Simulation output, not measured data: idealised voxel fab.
Title: Process Module voxel gate over fins
The cross-section on display is named cut; it measures 225 nm wide, and its cells are 5 nm squares.
Cross-sections here: square-cell grids, written as top-down lists of bands, a band being one or more rows of cells. Look at the band entry: it leads with the top's height and the bottom's height in nm. Then it lists the materials left to right, with a width in nm for each. The word "all across" on a single material says that material fills the band edge to edge. The word "blank" is empty space. Heads up on the height convention: 0 is the point under which the incoming wafer is all one material, and the lowest band has no bottom, it just keeps going down, like "0 -> down". Width: "30 to 40" (first number = top row, second number = bottom row, same change from row to row of cells). Take "remains unaltered" at face value: in the step it is given for, the cross-section changed in none of its cells. In "Enclosed void entries" the enclosed voids are listed, meaning empty spaces of 8 cells or larger without any opening to the top. The form is width x height at distance, distance from the left edge, units nm. It should be noted that, on the line of a given step, the content following the step's settings is a remark produced by the simulator itself with respect to that step. Steps that use a mask can have "overlay nm" on their line. It says how far the mask sat to the right of where it was meant to be. Negative means to the left.

THIS SECTION LISTS THE PROCESS STEPS THAT WERE PLANNED
1: op RECEIVE | material Si
2: op CONFORMAL_DEP | material SiN | thk nm 5
3: op PATTERN | tone cover | mask id FINS | material resist | width nm 15 | pitch nm 35 | thk nm 15 | overlay nm 0
4: op DIRECTIONAL_ETCH | etch materials SiN | depth nm 5
5: op DIRECTIONAL_ETCH | etch materials Si | depth nm 40
6: op STRIP | etch materials resist
7: op OXIDIZE | depth nm 5
8: op FILL_DEP | material SiO2 | thk nm 15
9: op CMP | height nm 5
10: op SELECTIVE_ETCH | etch materials SiO2 | depth nm 20
11: op STRIP | etch materials SiN
12: op CONFORMAL_DEP | material HfO2 | thk nm 5
13: op CONFORMAL_DEP | material TiN | thk nm 5
14: op FILL_DEP | material W | thk nm 15
15: op CMP | height nm 20
16: op CONFORMAL_DEP | material SiCN | thk nm 5

WAFER AS RECEIVED: CROSS-SECTION FOLLOWING STEP 1
> 0 -> down: Si all across
> Enclosed void entries: none

AS-PLANNED RUN: CROSS-SECTION OF THE FIRST OF TWO WAFERS AT END OF MODULE
> 25 -> 20: SiCN all across
> 20 -> 10: W all across
> 10 -> 5: W (65)  TiN (25)  W (10)  TiN (25)  W (10)  TiN (25)  W (65)
> 5 -> 0: W (65)  TiN (5)  HfO2 (15)  TiN (5)  W (10)  TiN (5)  HfO2 (15)  TiN (5)  W (10)  TiN (5)  HfO2 (15)  TiN (5)  W (65)
> 0 -> -5: W (65)  TiN (5)  HfO2 (5)  Si (5)  HfO2 (5)  TiN (5)  W (10)  TiN (5)  HfO2 (5)  Si (5)  HfO2 (5)  TiN (5)  W (10)  TiN (5)  HfO2 (5)  Si (5)  HfO2 (5)  TiN (5)  W (65)
> -5 -> -10: TiN (70)  HfO2 (5)  Si (5)  HfO2 (5)  TiN (20)  HfO2 (5)  Si (5)  HfO2 (5)  TiN (20)  HfO2 (5)  Si (5)  HfO2 (5)  TiN (70)
> -10 -> -15: HfO2 (75)  Si (5)  HfO2 (30)  Si (5)  HfO2 (30)  Si (5)  HfO2 (75)
> -15 -> -45: SiO2 (75)  Si (5)  SiO2 (30)  Si (5)  SiO2 (30)  Si (5)  SiO2 (75)
> -45 -> down: Si all across
> Enclosed void entries: none

PRESENTED HERE IS A CROSS-SECTION OF THE SECOND OF THE TWO WAFERS AS IT STOOD AT THE END OF THE MODULE. IT WAS STARTED IN THE SAME MANNER AND ASSIGNED THE SAME PLAN AS THE FIRST WAFER; HOWEVER, ONE MISTAKE WAS MADE IN ITS EXECUTION
> 25 -> 20: SiCN all across
> 20 -> 10: W all across
> 10 -> 5: W (65)  TiN (25)  W (10)  TiN (25)  W (10)  TiN (25)  W (65)
> 5 -> 0: W (65)  TiN (5)  HfO2 (15)  TiN (5)  W (10)  TiN (5)  HfO2 (15)  TiN (5)  W (10)  TiN (5)  HfO2 (15)  TiN (5)  W (65)
> 0 -> -5: W (65)  TiN (5)  HfO2 (5)  Si (5)  HfO2 (5)  TiN (5)  W (10)  TiN (5)  HfO2 (5)  Si (5)  HfO2 (5)  TiN (5)  W (10)  TiN (5)  HfO2 (5)  Si (5)  HfO2 (5)  TiN (5)  W (65)
> -5 -> -10: TiN (60)  W (5)  TiN (5)  HfO2 (5)  Si (5)  HfO2 (5)  TiN (5)  W (10)  TiN (5)  HfO2 (5)  Si (5)  HfO2 (5)  TiN (5)  W (10)  TiN (5)  HfO2 (5)  Si (5)  HfO2 (5)  TiN (5)  W (5)  TiN (60)
> -10 -> -15: HfO2 (55)  TiN (15)  HfO2 (5)  Si (5)  HfO2 (5)  TiN (20)  HfO2 (5)  Si (5)  HfO2 (5)  TiN (20)  HfO2 (5)  Si (5)  HfO2 (5)  TiN (15)  HfO2 (55)
> -15 -> -20: SiO2 (50)  HfO2 (25)  Si (5)  HfO2 (30)  Si (5)  HfO2 (30)  Si (5)  HfO2 (25)  SiO2 (50)
> -20 -> -45: SiO2 (75)  Si (5)  SiO2 (30)  Si (5)  SiO2 (30)  Si (5)  SiO2 (75)
> -45 -> down: Si all across
> Enclosed void entries: none
What broke from the plan during processing? it was found that steps 10 and 11 of the process plan had been performed in exchanged positions
Counted in cells at the end, the second wafer holds more or fewer of these materials than the first: 8 more of HfO2 | 22 fewer of SiO2 | 8 more of TiN | 6 more of W
